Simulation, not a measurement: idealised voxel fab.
process module | voxel double patterning
cross-section cut | 240 nm wide | cells 5 nm
A cross-section is a grid of square cells, given in bands from the top down. A band is one or more rows of cells.
Each band's line starts with the height of the band's top and of its bottom, in nm. Then come its materials from left to right, each with its width in nm. One material with "throughout" fills the band from edge to edge. "air" is empty space.
Height 0 is the level under which the wafer as received is all one material. The lowest band goes on downwards, as in "0 down".
A width such as "30 to 40" changes by the same amount from each row of cells to the next, from the band's top row to its bottom row.
"no change" after a step means that no cell of the cross-section changed.
closed voids: empty space of 8 cells or more with no open way to the top, each as width x height at its distance from the left edge, in nm
after a step's settings: what the simulator itself notes on the step
overlay nm, on a step with a mask: how far to the right of its planned place the mask lay; to the left if negative
plan
1 op RECEIVE | material Si
2 op CONFORMAL_DEP | material SiN | thk nm 5
3 op DIRECTIONAL_DEP | material SiO2 | thk nm 10
4 op DIRECTIONAL_DEP | material SiCN | thk nm 10
5 op PATTERN | tone open | mask id FIRST | material resist | width nm 15 | pitch nm 50 | thk nm 15 | overlay nm 0
6 op DIRECTIONAL_ETCH | etch materials SiCN | depth nm 10
7 op STRIP | etch materials resist
8 op MASKED_ETCH | tone open | mask id SECOND | width nm 15 | pitch nm 50 | etch materials SiCN | depth nm 10 | overlay nm 0
9 op DIRECTIONAL_ETCH | etch materials SiO2 | depth nm 10
10 op STRIP | etch materials SiCN
as received, after step 1
  0 down: Si throughout
  closed voids: none
a wafer at the end: this start, this plan, one mistake
  15 to 5: SiO2 60 | air 15 | SiO2 10 | air 20 | SiO2 5 | air 15 | SiO2 10 | air 20 | SiO2 5 | air 15 | SiO2 65
  5 to 0: SiN throughout
  0 down: Si throughout
  closed voids: none
what went wrong: step 8 ran as: op MASKED_ETCH | tone open | mask id SECOND | width nm 20 | pitch nm 50 | etch materials SiCN | depth nm 10 | overlay nm 0
